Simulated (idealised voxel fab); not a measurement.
Module name: voxel wiring stack (process module)
In the cross-section labelled cut, the width is 180 nm and each square cell is 5 nm.
Cross-section, as written here: a square-cell grid given band by band from the top down, where a band holds one or more rows of cells. Look at the band entry: it leads with the top's height and the bottom's height in nm. Then it lists the materials left to right, with a width in nm for each. The word "throughout" on a single material says that material fills the band edge to edge. The word "air" is empty space. Below 0: as-received wafer, all one material; heights counted from there. Lowest band: no bottom, goes on down, written "z 0 and below". With a width like "30..40", each row of cells in the band differs from the next by the same amount, the top row carrying the first number and the bottom row the second. "same as before" after a step means that no cell of the cross-section changed. Voids not open to the top, 8 cells minimum: see "Fully enclosed voids". Written width x height at distance; distance is from the left edge; nm. Read whatever lies past the settings on a step's line as the simulator's own remark about the step. Among the settings permitted on a step's line is "overlay nm"; applied to a step with a mask, it specifies the extent to which the mask lay to the right of its planned position, whereas a negative figure signifies a position to the left.

These are the steps we planned for the process
1 RECEIVE, material Si
2 CONFORMAL_DEP, material SiO2, thk nm 10
3 DIRECTIONAL_DEP, material TiN, thk nm 5
4 DIRECTIONAL_DEP, material W, thk nm 25
5 DIRECTIONAL_DEP, material aC, thk nm 10
6 PATTERN, tone cover, mask id METAL_1, material resist, width nm 25, pitch nm 45, thk nm 30, overlay nm 0
7 DIRECTIONAL_ETCH, etch materials aC, depth nm 10
8 STRIP, etch materials resist
9 DIRECTIONAL_ETCH, etch materials W, depth nm 25
10 DIRECTIONAL_ETCH, etch materials TiN, depth nm 5
11 STRIP, etch materials aC
12 CONFORMAL_DEP, material SiN, thk nm 5
13 FILL_DEP, material lowk, thk nm 10
14 CMP, height nm 40
15 CONFORMAL_DEP, material SiCN, thk nm 5
16 DIRECTIONAL_DEP, material lowk, thk nm 30
17 DIRECTIONAL_DEP, material aC, thk nm 15
18 PATTERN, tone open, mask id METAL_2_HOLES, material resist, width nm 15, pitch nm 45, thk nm 35, overlay nm 0
19 DIRECTIONAL_ETCH, etch materials aC, depth nm 15
20 STRIP, etch materials resist
21 DIRECTIONAL_ETCH, etch materials lowk, depth nm 30
22 STRIP, etch materials aC
23 DIRECTIONAL_DEP, material aC, thk nm 15
24 PATTERN, tone open, mask id METAL_2, material resist, width nm 25, pitch nm 45, thk nm 30, overlay nm 0
25 DIRECTIONAL_ETCH, etch materials aC, depth nm 15
26 STRIP, etch materials resist
27 DIRECTIONAL_ETCH, etch materials lowk, depth nm 20
28 DIRECTIONAL_ETCH, etch materials SiCN, depth nm 5
29 STRIP, etch materials aC
30 CONFORMAL_DEP, material TiN, thk nm 5
31 FILL_DEP, material Cu, thk nm 5
32 CMP, height nm 75
33 CONFORMAL_DEP, material SiCN, thk nm 5
34 DIRECTIONAL_DEP, material lowk, thk nm 25
35 DIRECTIONAL_DEP, material aC, thk nm 10
36 PATTERN, tone open, mask id METAL_3_HOLES, material resist, width nm 15, thk nm 25, overlay nm 0
37 DIRECTIONAL_ETCH, etch materials aC, depth nm 10
38 STRIP, etch materials resist
39 DIRECTIONAL_ETCH, etch materials lowk, depth nm 25
40 STRIP, etch materials aC
41 PATTERN, tone open, mask id METAL_3, material resist, width nm 25, pitch nm 45, thk nm 20, overlay nm 0
42 DIRECTIONAL_ETCH, etch materials lowk, depth nm 15
43 DIRECTIONAL_ETCH, etch materials SiCN, depth nm 5
44 STRIP, etch materials resist
45 CONFORMAL_DEP, material TiN, thk nm 5
46 FILL_DEP, material Cu, thk nm 10
47 CMP, height nm 105
48 CONFORMAL_DEP, material SiCN, thk nm 5
49 DIRECTIONAL_DEP, material SiO2, thk nm 25
50 MASKED_ETCH, tone open, mask id METAL_4_HOLES, width nm 15, etch materials SiO2, depth nm 25, overlay nm 0
51 DIRECTIONAL_DEP, material aC, thk nm 15
52 PATTERN, tone open, mask id METAL_4, material resist, width nm 25, pitch nm 45, thk nm 35, overlay nm 0
53 DIRECTIONAL_ETCH, etch materials aC, depth nm 15
54 STRIP, etch materials resist
55 DIRECTIONAL_ETCH, etch materials SiO2, depth nm 15
56 DIRECTIONAL_ETCH, etch materials SiCN, depth nm 5
57 STRIP, etch materials aC
58 CONFORMAL_DEP, material TiN, thk nm 5
59 FILL_DEP, material Cu, thk nm 5
60 CMP, height nm 135
61 CONFORMAL_DEP, material SiCN, thk nm 5

Concerning the first of two wafers, which was run in accordance with the plan

Incoming wafer in cross-section (state: after step 1)
> z 0 and below | Si throughout
> Fully enclosed voids: none

So this is the wafer cross-section right after step 2
> z 10 to 0 | SiO2 throughout
> For the remainder of the cross-section, below 0, there is no change.

So this is the wafer cross-section right after step 3
> z 15 to 10 | TiN throughout
> For the remainder of the cross-section, below 10, there is no change.

So this is the wafer cross-section right after step 4
> z 40 to 15 | W throughout
> For the remainder of the cross-section, below 15, there is no change.

So this is the wafer cross-section right after step 5
> z 50 to 40 | aC throughout
> For the remainder of the cross-section, below 40, there is no change.

So this is the wafer cross-section right after step 6
> z 80 to 50 | air=55, resist=25, air=20, resist=25, air=55
> For the remainder of the cross-section, below 50, there is no change.

So this is the wafer cross-section right after step 7
> z 70 to 50 | air=55, resist=25, air=20, resist=25, air=55
> z 50 to 40 | air=55, aC=25, air=20, aC=25, air=55
> For the remainder of the cross-section, below 40, there is no change.

So this is the wafer cross-section right after step 8
> z 50 to 40 | air=55, aC=25, air=20, aC=25, air=55
> For the remainder of the cross-section, below 40, there is no change.

So this is the wafer cross-section right after step 9
> z 50 to 40 | air=55, aC=25, air=20, aC=25, air=55
> z 40 to 15 | air=55, W=25, air=20, W=25, air=55
> For the remainder of the cross-section, below 15, there is no change.

So this is the wafer cross-section right after step 10
> z 50 to 40 | air=55, aC=25, air=20, aC=25, air=55
> z 40 to 15 | air=55, W=25, air=20, W=25, air=55
> z 15 to 10 | air=55, TiN=25, air=20, TiN=25, air=55
> For the remainder of the cross-section, below 10, there is no change.

So this is the wafer cross-section right after step 11
> z 40 to 15 | air=55, W=25, air=20, W=25, air=55
> For the remainder of the cross-section, below 15, there is no change.

So this is the wafer cross-section right after step 12
> z 45 to 40 | air=50, SiN=35, air=10, SiN=35, air=50
> z 40 to 15 | air=50, SiN=5, W=25, SiN=5, air=10, SiN=5, W=25, SiN=5, air=50
> z 15 to 10 | SiN=55, TiN=25, SiN=20, TiN=25, SiN=55
> For the remainder of the cross-section, below 10, there is no change.

So this is the wafer cross-section right after step 13
> z 55 to 45 | lowk throughout
> z 45 to 40 | lowk=50, SiN=35, lowk=10, SiN=35, lowk=50
> z 40 to 15 | lowk=50, SiN=5, W=25, SiN=5, lowk=10, SiN=5, W=25, SiN=5, lowk=50
> For the remainder of the cross-section, below 15, there is no change.

So this is the wafer cross-section right after step 14
> z 40 to 15 | lowk=50, SiN=5, W=25, SiN=5, lowk=10, SiN=5, W=25, SiN=5, lowk=50
> For the remainder of the cross-section, below 15, there is no change.

So this is the wafer cross-section right after step 15
> z 45 to 40 | SiCN throughout
> For the remainder of the cross-section, below 40, there is no change.

So this is the wafer cross-section right after step 16
> z 75 to 45 | lowk throughout
> For the remainder of the cross-section, below 45, there is no change.

So this is the wafer cross-section right after step 17
> z 90 to 75 | aC throughout
> For the remainder of the cross-section, below 75, there is no change.

So this is the wafer cross-section right after step 18
> z 125 to 90 | resist=55, air=15, resist=30, air=15, resist=65
> For the remainder of the cross-section, below 90, there is no change.

So this is the wafer cross-section right after step 19
> z 110 to 90 | resist=55, air=15, resist=30, air=15, resist=65
> z 90 to 75 | aC=55, air=15, aC=30, air=15, aC=65
> For the remainder of the cross-section, below 75, there is no change.

So this is the wafer cross-section right after step 20
> z 90 to 75 | aC=55, air=15, aC=30, air=15, aC=65
> For the remainder of the cross-section, below 75, there is no change.

So this is the wafer cross-section right after step 21
> z 90 to 75 | aC=55, air=15, aC=30, air=15, aC=65
> z 75 to 45 | lowk=55, air=15, lowk=30, air=15, lowk=65
> For the remainder of the cross-section, below 45, there is no change.

So this is the wafer cross-section right after step 22
> z 75 to 45 | lowk=55, air=15, lowk=30, air=15, lowk=65
> For the remainder of the cross-section, below 45, there is no change.

So this is the wafer cross-section right after step 23
> z 90 to 75 | aC=55, air=15, aC=30, air=15, aC=65
> z 75 to 60 | lowk=55, air=15, lowk=30, air=15, lowk=65
> z 60 to 45 | lowk=55, aC=15, lowk=30, aC=15, lowk=65
> For the remainder of the cross-section, below 45, there is no change.

So this is the wafer cross-section right after step 24
> z 120 to 90 | resist=55, air=25, resist=20, air=25, resist=55
> For the remainder of the cross-section, below 90, there is no change.

So this is the wafer cross-section right after step 25
> z 105 to 90 | resist=55, air=25, resist=20, air=25, resist=55
> z 90 to 75 | aC=55, air=25, aC=20, air=25, aC=55
> z 75 to 45 | lowk=55, air=15, lowk=30, air=15, lowk=65
> For the remainder of the cross-section, below 45, there is no change.

So this is the wafer cross-section right after step 26
> z 90 to 75 | aC=55, air=25, aC=20, air=25, aC=55
> For the remainder of the cross-section, below 75, there is no change.

So this is the wafer cross-section right after step 27
> z 90 to 75 | aC=55, air=25, aC=20, air=25, aC=55
> z 75 to 55 | lowk=55, air=25, lowk=20, air=25, lowk=55
> For the remainder of the cross-section, below 55, there is no change.

So this is the wafer cross-section right after step 28
> z 90 to 75 | aC=55, air=25, aC=20, air=25, aC=55
> z 75 to 55 | lowk=55, air=25, lowk=20, air=25, lowk=55
> z 55 to 45 | lowk=55, air=15, lowk=30, air=15, lowk=65
> z 45 to 40 | SiCN=55, air=15, SiCN=30, air=15, SiCN=65
> For the remainder of the cross-section, below 40, there is no change.

So this is the wafer cross-section right after step 29
> z 75 to 55 | lowk=55, air=25, lowk=20, air=25, lowk=55
> For the remainder of the cross-section, below 55, there is no change.

So this is the wafer cross-section right after step 30
> z 80 to 75 | TiN=60, air=15, TiN=30, air=15, TiN=60
> z 75 to 60 | lowk=55, TiN=5, air=15, TiN=5, lowk=20, TiN=5, air=15, TiN=5, lowk=55
> z 60 to 55 | lowk=55, TiN=5, air=5, TiN=15, lowk=20, TiN=5, air=5, TiN=15, lowk=55
> z 55 to 45 | lowk=55, TiN=5, air=5, TiN=5, lowk=30, TiN=5, air=5, TiN=5, lowk=65
> z 45 to 40 | SiCN=55, TiN=15, SiCN=30, TiN=15, SiCN=65
> For the remainder of the cross-section, below 40, there is no change.

So this is the wafer cross-section right after step 31
> z 85 to 80 | Cu throughout
> z 80 to 75 | TiN=60, Cu=15, TiN=30, Cu=15, TiN=60
> z 75 to 60 | lowk=55, TiN=5, Cu=15, TiN=5, lowk=20, TiN=5, Cu=15, TiN=5, lowk=55
> z 60 to 55 | lowk=55, TiN=5, Cu=5, TiN=15, lowk=20, TiN=5, Cu=5, TiN=15, lowk=55
> z 55 to 45 | lowk=55, TiN=5, Cu=5, TiN=5, lowk=30, TiN=5, Cu=5, TiN=5, lowk=65
> For the remainder of the cross-section, below 45, there is no change.

So this is the wafer cross-section right after step 32
> z 75 to 60 | lowk=55, TiN=5, Cu=15, TiN=5, lowk=20, TiN=5, Cu=15, TiN=5, lowk=55
> For the remainder of the cross-section, below 60, there is no change.

So this is the wafer cross-section right after step 33
> z 80 to 75 | SiCN throughout
> For the remainder of the cross-section, below 75, there is no change.

So this is the wafer cross-section right after step 34
> z 105 to 80 | lowk throughout
> For the remainder of the cross-section, below 80, there is no change.

So this is the wafer cross-section right after step 35
> z 115 to 105 | aC throughout
> For the remainder of the cross-section, below 105, there is no change.

So this is the wafer cross-section right after step 36
> z 140 to 115 | resist=55, air=15, resist=110
> For the remainder of the cross-section, below 115, there is no change.

So this is the wafer cross-section right after step 37
> z 130 to 115 | resist=55, air=15, resist=110
> z 115 to 105 | aC=55, air=15, aC=110
> For the remainder of the cross-section, below 105, there is no change.

So this is the wafer cross-section right after step 38
> z 115 to 105 | aC=55, air=15, aC=110
> For the remainder of the cross-section, below 105, there is no change.

So this is the wafer cross-section right after step 39
> z 115 to 105 | aC=55, air=15, aC=110
> z 105 to 80 | lowk=55, air=15, lowk=110
> For the remainder of the cross-section, below 80, there is no change.

So this is the wafer cross-section right after step 40
> z 105 to 80 | lowk=55, air=15, lowk=110
> For the remainder of the cross-section, below 80, there is no change.

So this is the wafer cross-section right after step 41
> z 125 to 105 | resist=55, air=25, resist=20, air=25, resist=55
> For the remainder of the cross-section, below 105, there is no change.

So this is the wafer cross-section right after step 42
> z 125 to 105 | resist=55, air=25, resist=20, air=25, resist=55
> z 105 to 90 | lowk=55, air=25, lowk=20, air=25, lowk=55
> For the remainder of the cross-section, below 90, there is no change.

So this is the wafer cross-section right after step 43
> z 125 to 105 | resist=55, air=25, resist=20, air=25, resist=55
> z 105 to 90 | lowk=55, air=25, lowk=20, air=25, lowk=55
> z 90 to 80 | lowk=55, air=15, lowk=110
> z 80 to 75 | SiCN=55, air=15, SiCN=110
> For the remainder of the cross-section, below 75, there is no change.

So this is the wafer cross-section right after step 44
> z 105 to 90 | lowk=55, air=25, lowk=20, air=25, lowk=55
> For the remainder of the cross-section, below 90, there is no change.

So this is the wafer cross-section right after step 45
> z 110 to 105 | TiN=60, air=15, TiN=30, air=15, TiN=60
> z 105 to 95 | lowk=55, TiN=5, air=15, TiN=5, lowk=20, TiN=5, air=15, TiN=5, lowk=55
> z 95 to 90 | lowk=55, TiN=5, air=5, TiN=15, lowk=20, TiN=25, lowk=55
> z 90 to 80 | lowk=55, TiN=5, air=5, TiN=5, lowk=110
> z 80 to 75 | SiCN=55, TiN=15, SiCN=110
> For the remainder of the cross-section, below 75, there is no change.

So this is the wafer cross-section right after step 46
> z 120 to 110 | Cu throughout
> z 110 to 105 | TiN=60, Cu=15, TiN=30, Cu=15, TiN=60
> z 105 to 95 | lowk=55, TiN=5, Cu=15, TiN=5, lowk=20, TiN=5, Cu=15, TiN=5, lowk=55
> z 95 to 90 | lowk=55, TiN=5, Cu=5, TiN=15, lowk=20, TiN=25, lowk=55
> z 90 to 80 | lowk=55, TiN=5, Cu=5, TiN=5, lowk=110
> For the remainder of the cross-section, below 80, there is no change.

So this is the wafer cross-section right after step 47
> z 105 to 95 | lowk=55, TiN=5, Cu=15, TiN=5, lowk=20, TiN=5, Cu=15, TiN=5, lowk=55
> For the remainder of the cross-section, below 95, there is no change.

So this is the wafer cross-section right after step 48
> z 110 to 105 | SiCN throughout
> For the remainder of the cross-section, below 105, there is no change.

So this is the wafer cross-section right after step 49
> z 135 to 110 | SiO2 throughout
> For the remainder of the cross-section, below 110, there is no change.

So this is the wafer cross-section right after step 50
> z 135 to 110 | SiO2=55, air=15, SiO2=110
> For the remainder of the cross-section, below 110, there is no change.

So this is the wafer cross-section right after step 51
> z 150 to 135 | aC=55, air=15, aC=110
> z 135 to 125 | SiO2=55, air=15, SiO2=110
> z 125 to 110 | SiO2=55, aC=15, SiO2=110
> For the remainder of the cross-section, below 110, there is no change.

So this is the wafer cross-section right after step 52
> z 185 to 150 | resist=55, air=25, resist=20, air=25, resist=55
> For the remainder of the cross-section, below 150, there is no change.

So this is the wafer cross-section right after step 53
> z 170 to 150 | resist=55, air=25, resist=20, air=25, resist=55
> z 150 to 135 | aC=55, air=25, aC=20, air=25, aC=55
> z 135 to 110 | SiO2=55, air=15, SiO2=110
> For the remainder of the cross-section, below 110, there is no change.

So this is the wafer cross-section right after step 54
> z 150 to 135 | aC=55, air=25, aC=20, air=25, aC=55
> For the remainder of the cross-section, below 135, there is no change.

So this is the wafer cross-section right after step 55
> z 150 to 135 | aC=55, air=25, aC=20, air=25, aC=55
> z 135 to 120 | SiO2=55, air=25, SiO2=20, air=25, SiO2=55
> For the remainder of the cross-section, below 120, there is no change.

So this is the wafer cross-section right after step 56
> z 150 to 135 | aC=55, air=25, aC=20, air=25, aC=55
> z 135 to 120 | SiO2=55, air=25, SiO2=20, air=25, SiO2=55
> z 120 to 110 | SiO2=55, air=15, SiO2=110
> z 110 to 105 | SiCN=55, air=15, SiCN=110
> For the remainder of the cross-section, below 105, there is no change.

So this is the wafer cross-section right after step 57
> z 135 to 120 | SiO2=55, air=25, SiO2=20, air=25, SiO2=55
> For the remainder of the cross-section, below 120, there is no change.

So this is the wafer cross-section right after step 58
> z 140 to 135 | TiN=60, air=15, TiN=30, air=15, TiN=60
> z 135 to 125 | SiO2=55, TiN=5, air=15, TiN=5, SiO2=20, TiN=5, air=15, TiN=5, SiO2=55
> z 125 to 120 | SiO2=55, TiN=5, air=5, TiN=15, SiO2=20, TiN=25, SiO2=55
> z 120 to 110 | SiO2=55, TiN=5, air=5, TiN=5, SiO2=110
> z 110 to 105 | SiCN=55, TiN=15, SiCN=110
> For the remainder of the cross-section, below 105, there is no change.

So this is the wafer cross-section right after step 59
> z 145 to 140 | Cu throughout
> z 140 to 135 | TiN=60, Cu=15, TiN=30, Cu=15, TiN=60
> z 135 to 125 | SiO2=55, TiN=5, Cu=15, TiN=5, SiO2=20, TiN=5, Cu=15, TiN=5, SiO2=55
> z 125 to 120 | SiO2=55, TiN=5, Cu=5, TiN=15, SiO2=20, TiN=25, SiO2=55
> z 120 to 110 | SiO2=55, TiN=5, Cu=5, TiN=5, SiO2=110
> For the remainder of the cross-section, below 110, there is no change.

So this is the wafer cross-section right after step 60
> z 135 to 125 | SiO2=55, TiN=5, Cu=15, TiN=5, SiO2=20, TiN=5, Cu=15, TiN=5, SiO2=55
> For the remainder of the cross-section, below 125, there is no change.

So this is the wafer cross-section right after step 61
> z 140 to 135 | SiCN throughout
> For the remainder of the cross-section, below 135, there is no change.

The remaining wafer, second of the two, started like the first and was run to the same plan, except that one mistake was made along the way; the two coincide through step 12, inclusive

Second wafer, section view, time point: scheduled end of step 13
> z 55 to 45 | Cu throughout
> z 45 to 40 | Cu=50, SiN=35, Cu=10, SiN=35, Cu=50
> z 40 to 15 | Cu=50, SiN=5, W=25, SiN=5, Cu=10, SiN=5, W=25, SiN=5, Cu=50
> For the remainder of the cross-section, below 15, there is no change.

Second wafer, section view, time point: scheduled end of step 14
> z 40 to 15 | Cu=50, SiN=5, W=25, SiN=5, Cu=10, SiN=5, W=25, SiN=5, Cu=50
> For the remainder of the cross-section, below 15, there is no change.

Second wafer, section view, time point: scheduled end of step 15
> z 45 to 40 | SiCN throughout
> For the remainder of the cross-section, below 40, there is no change.

Second wafer, section view, time point: scheduled end of step 16
> z 75 to 45 | lowk throughout
> For the remainder of the cross-section, below 45, there is no change.

Second wafer, section view, time point: scheduled end of step 17
> z 90 to 75 | aC throughout
> For the remainder of the cross-section, below 75, there is no change.

Second wafer, section view, time point: scheduled end of step 18
> z 125 to 90 | resist=55, air=15, resist=30, air=15, resist=65
> For the remainder of the cross-section, below 90, there is no change.

Second wafer, section view, time point: scheduled end of step 19
> z 110 to 90 | resist=55, air=15, resist=30, air=15, resist=65
> z 90 to 75 | aC=55, air=15, aC=30, air=15, aC=65
> For the remainder of the cross-section, below 75, there is no change.

Second wafer, section view, time point: scheduled end of step 20
> z 90 to 75 | aC=55, air=15, aC=30, air=15, aC=65
> For the remainder of the cross-section, below 75, there is no change.

Second wafer, section view, time point: scheduled end of step 21
> z 90 to 75 | aC=55, air=15, aC=30, air=15, aC=65
> z 75 to 45 | lowk=55, air=15, lowk=30, air=15, lowk=65
> For the remainder of the cross-section, below 45, there is no change.

Second wafer, section view, time point: scheduled end of step 22
> z 75 to 45 | lowk=55, air=15, lowk=30, air=15, lowk=65
> For the remainder of the cross-section, below 45, there is no change.

Second wafer, section view, time point: scheduled end of step 23
> z 90 to 75 | aC=55, air=15, aC=30, air=15, aC=65
> z 75 to 60 | lowk=55, air=15, lowk=30, air=15, lowk=65
> z 60 to 45 | lowk=55, aC=15, lowk=30, aC=15, lowk=65
> For the remainder of the cross-section, below 45, there is no change.

Second wafer, section view, time point: scheduled end of step 24
> z 120 to 90 | resist=55, air=25, resist=20, air=25, resist=55
> For the remainder of the cross-section, below 90, there is no change.

Second wafer, section view, time point: scheduled end of step 25
> z 105 to 90 | resist=55, air=25, resist=20, air=25, resist=55
> z 90 to 75 | aC=55, air=25, aC=20, air=25, aC=55
> z 75 to 45 | lowk=55, air=15, lowk=30, air=15, lowk=65
> For the remainder of the cross-section, below 45, there is no change.

Second wafer, section view, time point: scheduled end of step 26
> z 90 to 75 | aC=55, air=25, aC=20, air=25, aC=55
> For the remainder of the cross-section, below 75, there is no change.

Second wafer, section view, time point: scheduled end of step 27
> z 90 to 75 | aC=55, air=25, aC=20, air=25, aC=55
> z 75 to 55 | lowk=55, air=25, lowk=20, air=25, lowk=55
> For the remainder of the cross-section, below 55, there is no change.

Second wafer, section view, time point: scheduled end of step 28
> z 90 to 75 | aC=55, air=25, aC=20, air=25, aC=55
> z 75 to 55 | lowk=55, air=25, lowk=20, air=25, lowk=55
> z 55 to 45 | lowk=55, air=15, lowk=30, air=15, lowk=65
> z 45 to 40 | SiCN=55, air=15, SiCN=30, air=15, SiCN=65
> For the remainder of the cross-section, below 40, there is no change.

Second wafer, section view, time point: scheduled end of step 29
> z 75 to 55 | lowk=55, air=25, lowk=20, air=25, lowk=55
> For the remainder of the cross-section, below 55, there is no change.

Second wafer, section view, time point: scheduled end of step 30
> z 80 to 75 | TiN=60, air=15, TiN=30, air=15, TiN=60
> z 75 to 60 | lowk=55, TiN=5, air=15, TiN=5, lowk=20, TiN=5, air=15, TiN=5, lowk=55
> z 60 to 55 | lowk=55, TiN=5, air=5, TiN=15, lowk=20, TiN=5, air=5, TiN=15, lowk=55
> z 55 to 45 | lowk=55, TiN=5, air=5, TiN=5, lowk=30, TiN=5, air=5, TiN=5, lowk=65
> z 45 to 40 | SiCN=55, TiN=15, SiCN=30, TiN=15, SiCN=65
> For the remainder of the cross-section, below 40, there is no change.

Second wafer, section view, time point: scheduled end of step 31
> z 85 to 80 | Cu throughout
> z 80 to 75 | TiN=60, Cu=15, TiN=30, Cu=15, TiN=60
> z 75 to 60 | lowk=55, TiN=5, Cu=15, TiN=5, lowk=20, TiN=5, Cu=15, TiN=5, lowk=55
> z 60 to 55 | lowk=55, TiN=5, Cu=5, TiN=15, lowk=20, TiN=5, Cu=5, TiN=15, lowk=55
> z 55 to 45 | lowk=55, TiN=5, Cu=5, TiN=5, lowk=30, TiN=5, Cu=5, TiN=5, lowk=65
> For the remainder of the cross-section, below 45, there is no change.

Second wafer, section view, time point: scheduled end of step 32
> z 75 to 60 | lowk=55, TiN=5, Cu=15, TiN=5, lowk=20, TiN=5, Cu=15, TiN=5, lowk=55
> For the remainder of the cross-section, below 60, there is no change.

Second wafer, section view, time point: scheduled end of step 33
> z 80 to 75 | SiCN throughout
> For the remainder of the cross-section, below 75, there is no change.

Second wafer, section view, time point: scheduled end of step 34
> z 105 to 80 | lowk throughout
> For the remainder of the cross-section, below 80, there is no change.

Second wafer, section view, time point: scheduled end of step 35
> z 115 to 105 | aC throughout
> For the remainder of the cross-section, below 105, there is no change.

Second wafer, section view, time point: scheduled end of step 36
> z 140 to 115 | resist=55, air=15, resist=110
> For the remainder of the cross-section, below 115, there is no change.

Second wafer, section view, time point: scheduled end of step 37
> z 130 to 115 | resist=55, air=15, resist=110
> z 115 to 105 | aC=55, air=15, aC=110
> For the remainder of the cross-section, below 105, there is no change.

Second wafer, section view, time point: scheduled end of step 38
> z 115 to 105 | aC=55, air=15, aC=110
> For the remainder of the cross-section, below 105, there is no change.

Second wafer, section view, time point: scheduled end of step 39
> z 115 to 105 | aC=55, air=15, aC=110
> z 105 to 80 | lowk=55, air=15, lowk=110
> For the remainder of the cross-section, below 80, there is no change.

Second wafer, section view, time point: scheduled end of step 40
> z 105 to 80 | lowk=55, air=15, lowk=110
> For the remainder of the cross-section, below 80, there is no change.

Second wafer, section view, time point: scheduled end of step 41
> z 125 to 105 | resist=55, air=25, resist=20, air=25, resist=55
> For the remainder of the cross-section, below 105, there is no change.

Second wafer, section view, time point: scheduled end of step 42
> z 125 to 105 | resist=55, air=25, resist=20, air=25, resist=55
> z 105 to 90 | lowk=55, air=25, lowk=20, air=25, lowk=55
> For the remainder of the cross-section, below 90, there is no change.

Second wafer, section view, time point: scheduled end of step 43
> z 125 to 105 | resist=55, air=25, resist=20, air=25, resist=55
> z 105 to 90 | lowk=55, air=25, lowk=20, air=25, lowk=55
> z 90 to 80 | lowk=55, air=15, lowk=110
> z 80 to 75 | SiCN=55, air=15, SiCN=110
> For the remainder of the cross-section, below 75, there is no change.

Second wafer, section view, time point: scheduled end of step 44
> z 105 to 90 | lowk=55, air=25, lowk=20, air=25, lowk=55
> For the remainder of the cross-section, below 90, there is no change.

Second wafer, section view, time point: scheduled end of step 45
> z 110 to 105 | TiN=60, air=15, TiN=30, air=15, TiN=60
> z 105 to 95 | lowk=55, TiN=5, air=15, TiN=5, lowk=20, TiN=5, air=15, TiN=5, lowk=55
> z 95 to 90 | lowk=55, TiN=5, air=5, TiN=15, lowk=20, TiN=25, lowk=55
> z 90 to 80 | lowk=55, TiN=5, air=5, TiN=5, lowk=110
> z 80 to 75 | SiCN=55, TiN=15, SiCN=110
> For the remainder of the cross-section, below 75, there is no change.

Second wafer, section view, time point: scheduled end of step 46
> z 120 to 110 | Cu throughout
> z 110 to 105 | TiN=60, Cu=15, TiN=30, Cu=15, TiN=60
> z 105 to 95 | lowk=55, TiN=5, Cu=15, TiN=5, lowk=20, TiN=5, Cu=15, TiN=5, lowk=55
> z 95 to 90 | lowk=55, TiN=5, Cu=5, TiN=15, lowk=20, TiN=25, lowk=55
> z 90 to 80 | lowk=55, TiN=5, Cu=5, TiN=5, lowk=110
> For the remainder of the cross-section, below 80, there is no change.

Second wafer, section view, time point: scheduled end of step 47
> z 105 to 95 | lowk=55, TiN=5, Cu=15, TiN=5, lowk=20, TiN=5, Cu=15, TiN=5, lowk=55
> For the remainder of the cross-section, below 95, there is no change.

Second wafer, section view, time point: scheduled end of step 48
> z 110 to 105 | SiCN throughout
> For the remainder of the cross-section, below 105, there is no change.

Second wafer, section view, time point: scheduled end of step 49
> z 135 to 110 | SiO2 throughout
> For the remainder of the cross-section, below 110, there is no change.

Second wafer, section view, time point: scheduled end of step 50
> z 135 to 110 | SiO2=55, air=15, SiO2=110
> For the remainder of the cross-section, below 110, there is no change.

Second wafer, section view, time point: scheduled end of step 51
> z 150 to 135 | aC=55, air=15, aC=110
> z 135 to 125 | SiO2=55, air=15, SiO2=110
> z 125 to 110 | SiO2=55, aC=15, SiO2=110
> For the remainder of the cross-section, below 110, there is no change.

Second wafer, section view, time point: scheduled end of step 52
> z 185 to 150 | resist=55, air=25, resist=20, air=25, resist=55
> For the remainder of the cross-section, below 150, there is no change.

Second wafer, section view, time point: scheduled end of step 53
> z 170 to 150 | resist=55, air=25, resist=20, air=25, resist=55
> z 150 to 135 | aC=55, air=25, aC=20, air=25, aC=55
> z 135 to 110 | SiO2=55, air=15, SiO2=110
> For the remainder of the cross-section, below 110, there is no change.

Second wafer, section view, time point: scheduled end of step 54
> z 150 to 135 | aC=55, air=25, aC=20, air=25, aC=55
> For the remainder of the cross-section, below 135, there is no change.

Second wafer, section view, time point: scheduled end of step 55
> z 150 to 135 | aC=55, air=25, aC=20, air=25, aC=55
> z 135 to 120 | SiO2=55, air=25, SiO2=20, air=25, SiO2=55
> For the remainder of the cross-section, below 120, there is no change.

Second wafer, section view, time point: scheduled end of step 56
> z 150 to 135 | aC=55, air=25, aC=20, air=25, aC=55
> z 135 to 120 | SiO2=55, air=25, SiO2=20, air=25, SiO2=55
> z 120 to 110 | SiO2=55, air=15, SiO2=110
> z 110 to 105 | SiCN=55, air=15, SiCN=110
> For the remainder of the cross-section, below 105, there is no change.

Second wafer, section view, time point: scheduled end of step 57
> z 135 to 120 | SiO2=55, air=25, SiO2=20, air=25, SiO2=55
> For the remainder of the cross-section, below 120, there is no change.

Second wafer, section view, time point: scheduled end of step 58
> z 140 to 135 | TiN=60, air=15, TiN=30, air=15, TiN=60
> z 135 to 125 | SiO2=55, TiN=5, air=15, TiN=5, SiO2=20, TiN=5, air=15, TiN=5, SiO2=55
> z 125 to 120 | SiO2=55, TiN=5, air=5, TiN=15, SiO2=20, TiN=25, SiO2=55
> z 120 to 110 | SiO2=55, TiN=5, air=5, TiN=5, SiO2=110
> z 110 to 105 | SiCN=55, TiN=15, SiCN=110
> For the remainder of the cross-section, below 105, there is no change.

Second wafer, section view, time point: scheduled end of step 59
> z 145 to 140 | Cu throughout
> z 140 to 135 | TiN=60, Cu=15, TiN=30, Cu=15, TiN=60
> z 135 to 125 | SiO2=55, TiN=5, Cu=15, TiN=5, SiO2=20, TiN=5, Cu=15, TiN=5, SiO2=55
> z 125 to 120 | SiO2=55, TiN=5, Cu=5, TiN=15, SiO2=20, TiN=25, SiO2=55
> z 120 to 110 | SiO2=55, TiN=5, Cu=5, TiN=5, SiO2=110
> For the remainder of the cross-section, below 110, there is no change.

Second wafer, section view, time point: scheduled end of step 60
> z 135 to 125 | SiO2=55, TiN=5, Cu=15, TiN=5, SiO2=20, TiN=5, Cu=15, TiN=5, SiO2=55
> For the remainder of the cross-section, below 125, there is no change.

Second wafer, section view, time point: scheduled end of step 61
> z 140 to 135 | SiCN throughout
> For the remainder of the cross-section, below 135, there is no change.
Deviation from plan: step 13 was not run as planned; what actually ran was FILL_DEP, material Cu, thk nm 10
Final tally in cells, some materials are higher or lower on the second wafer than on the first: 110 more of Cu; 110 fewer of lowk
